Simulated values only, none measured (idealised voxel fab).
Proc. module: voxel fin reveal
This is section cut - it's 150 nm across, gridded in 5 nm square cells.
Heads up, the way a cross-section reads in here is a grid of square cells, handed over as bands from the top down, with every band being one or more rows of cells.
The entry gives the band's vertical extent as a top height and a bottom height in nm, then its horizontal make-up as materials from left to right, each with a width in nm. "empty" stands for empty space; a single material marked "full width" fills the band edge to edge.
Convention: height 0 is the level below which the wafer, as received, is all one material. The lowest band does not terminate at the bottom but continues downward, represented as "from 0 down".
The expression "30->40" gives the width at the extremes of the band, the first number at its top row of cells and the second at its bottom row, with the width changing by equal amounts from each row to the next in between.
When a step is marked "no change", none of the cells in the cross-section changed during that step.
Enclosed voids (no open way to top), threshold 8 cells or more, entry "closed voids", notation width x height at distance, distance from left edge, nm.
Read whatever lies past the settings on a step's line as the simulator's own remark about the step.
"overlay nm" on a masked step: distance the mask lay right of its planned place, negative for left.
Here's what the planned process steps look like:
- 1: RECEIVE: material Si
- 2: CONFORMAL_DEP: material SiN, thk nm 10
- 3: MASKED_ETCH: tone cover, mask id FINS, width nm 15, pitch nm 45, etch materials SiN, depth nm 10, overlay nm 0
- 4: MASKED_ETCH: tone cover, mask id FINS, width nm 15, pitch nm 45, etch materials Si, depth nm 30, overlay nm 0
- 5: OXIDIZE: depth nm 5
- 6: FILL_DEP: material SiO2, thk nm 5
- 7: CMP: height nm 10
- 8: SELECTIVE_ETCH: etch materials SiO2, depth nm 30
- 9: STRIP: etch materials SiN
Wafer-to-wafer difference: width nm, step 4. Common start. Plan = first wafer's value.
Cross-sectional view of the first of several wafers in the as-received condition, corresponding to the state following step 1:
- from 0 down: Si full width
- closed voids: none
The first of several wafers, seen in cross-section after the module's last step, step 9:
- from 0 to -20: empty 50 nm / Si 5 nm / empty 40 nm / Si 5 nm / empty 50 nm
- from -20 to -35: SiO2 50 nm / Si 5 nm / SiO2 40 nm / Si 5 nm / SiO2 50 nm
- from -35 down: Si full width
- closed voids: none
Sectional view of the last wafer upon completion of the module:
- from 0 to -5: empty 50 nm / Si 5 nm / empty 40 nm / Si 5 nm / empty 50 nm
- from -5 to -20: empty 45 nm / Si 20 nm / empty 25 nm / Si 20 nm / empty 40 nm
- from -20 to -35: SiO2 45 nm / Si 20 nm / SiO2 25 nm / Si 20 nm / SiO2 40 nm
- from -35 down: Si full width
- closed voids: none
Take any row and you have a wafer at the end of the module: how many cells of each material it has gained (+) or lost (-) since it was received, and then its closed voids:
width nm 15 | -196 Si | +84 SiO2 | closed voids: none
width nm 20 | -184 Si | +78 SiO2 | closed voids: none
width nm 25 | -172 Si | +72 SiO2 | closed voids: none
width nm 30 | -160 Si | +66 SiO2 | closed voids: none
